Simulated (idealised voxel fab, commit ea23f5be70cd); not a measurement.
The document below concerns the process module designated voxel capacitor over wiring.
Square cells of 5 nm make up the cross-section cut, whose width is 265 nm.
Think of the cross-section as a grid of square cells. We describe it in bands, top to bottom, and each band covers one or more rows of those cells.
The entry gives the band's vertical extent as a top height and a bottom height in nm, then its horizontal make-up as materials from left to right, each with a width in nm. "air" stands for empty space; a single material marked "throughout" fills the band edge to edge.
The reference from which all heights are counted is 0, the level beneath which the as-received wafer is entirely one material; the lowest band, having no lower bound, proceeds downward and is written after the example "0 -> down".
The expression "30->40" gives the width at the extremes of the band, the first number at its top row of cells and the second at its bottom row, with the width changing by equal amounts from each row to the next in between.
Where a step carries "nothing altered", the cross-section came out of it unchanged, cell for cell.
Heads up: "Enclosed void entries" only lists the empty pockets with no open path to the top that are 8 cells or more, and it writes them as width x height at distance, distance from the left edge, in nm.
The remark found on a step's line after its settings is issued by the simulator itself and pertains to that step.
overlay nm: where the mask lay relative to plan, measured to the right, on steps with a mask; negatives go left.
-- Steps planned for the process
- 1: op RECEIVE | material Si
- 2: op CONFORMAL_DEP | material SiO2 | thk nm 15
- 3: op DIRECTIONAL_DEP | material TiN | thk nm 5
- 4: op DIRECTIONAL_DEP | material W | thk nm 15
- 5: op DIRECTIONAL_DEP | material aC | thk nm 10
- 6: op PATTERN | tone cover | mask id METAL_1 | material resist | width nm 25 | pitch nm 90 | thk nm 25 | overlay nm 0
- 7: op DIRECTIONAL_ETCH | etch materials aC | depth nm 10
- 8: op STRIP | etch materials resist
- 9: op DIRECTIONAL_ETCH | etch materials W | depth nm 15
- 10: op DIRECTIONAL_ETCH | etch materials TiN | depth nm 5
- 11: op STRIP | etch materials aC
- 12: op CONFORMAL_DEP | material SiN | thk nm 5
- 13: op FILL_DEP | material SiO2 | thk nm 5
- 14: op CMP | height nm 35
- 15: op CONFORMAL_DEP | material SiCN | thk nm 5
- 16: op DIRECTIONAL_DEP | material lowk | thk nm 10
- 17: op MASKED_ETCH | tone open | mask id PLUG_1 | width nm 15 | etch materials lowk | depth nm 10 | overlay nm 0
- 18: op MASKED_ETCH | tone open | mask id PLUG_1 | width nm 15 | etch materials SiCN | depth nm 5 | overlay nm 0
- 19: op CONFORMAL_DEP | material TiN | thk nm 5
- 20: op FILL_DEP | material Cu | thk nm 5
- 21: op CMP | height nm 50
- 22: op DIRECTIONAL_DEP | material TiN | thk nm 10
- 23: op DIRECTIONAL_DEP | material SiN | thk nm 5
- 24: op DIRECTIONAL_DEP | material TiN | thk nm 10
- 25: op MASKED_ETCH | tone cover | mask id UPPER_PLATE | width nm 70 | etch materials TiN | depth nm 10 | overlay nm 0
- 26: op MASKED_ETCH | tone cover | mask id UPPER_PLATE | width nm 70 | etch materials SiN | depth nm 5 | overlay nm 0
- 27: op DIRECTIONAL_DEP | material aC | thk nm 10
- 28: op PATTERN | tone cover | mask id LOWER_PLATE | material resist | width nm 80 | thk nm 30 | overlay nm 0
- 29: op DIRECTIONAL_ETCH | etch materials aC | depth nm 10
- 30: op STRIP | etch materials resist
- 31: op DIRECTIONAL_ETCH | etch materials TiN | depth nm 10
- 32: op STRIP | etch materials aC
- 33: op FILL_DEP | material SiO2 | thk nm 15
- 34: op CMP | height nm 85
- 35: op PATTERN | tone open | mask id PLUG_2 | material resist | width nm 15 | thk nm 15 | overlay nm 0
- 36: op DIRECTIONAL_ETCH | etch materials SiO2 | depth nm 10
- 37: op STRIP | etch materials resist
- 38: op CONFORMAL_DEP | material TiN | thk nm 5
- 39: op FILL_DEP | material W | thk nm 5
- 40: op CMP | height nm 85
- 41: op CONFORMAL_DEP | material SiCN | thk nm 5
-- Cross-section of the incoming wafer, state after step 1
  0 -> down: Si throughout
  Enclosed void entries: none
-- a wafer at the end: this start, this plan, one mistake
  90 -> 85: SiCN throughout
  85 -> 80: SiO2: 95 / TiN: 5 / W: 5 / TiN: 5 / SiO2: 155
  80 -> 75: SiO2: 95 / TiN: 15 / SiO2: 155
  75 -> 65: SiO2: 85 / TiN: 70 / SiO2: 110
  65 -> 60: SiO2: 85 / SiN: 70 / SiO2: 110
  60 -> 50: SiO2: 75 / TiN: 90 / SiO2: 100
  50 -> 40: lowk: 85 / TiN: 5 / Cu: 5 / TiN: 5 / lowk: 165
  40 -> 35: SiCN: 85 / TiN: 15 / SiCN: 165
  35 -> 20: SiO2: 70 / SiN: 5 / W: 25 / SiN: 5 / SiO2: 55 / SiN: 5 / W: 25 / SiN: 5 / SiO2: 70
  20 -> 15: SiN: 75 / TiN: 25 / SiN: 65 / TiN: 25 / SiN: 75
  15 -> 0: SiO2 throughout
  0 -> down: Si throughout
  Enclosed void entries: none
Want to know what went wrong? the process deviated at step 28: the operation and settings actually run there were op PATTERN | tone cover | mask id LOWER_PLATE | material resist | width nm 90 | thk nm 30 | overlay nm 0
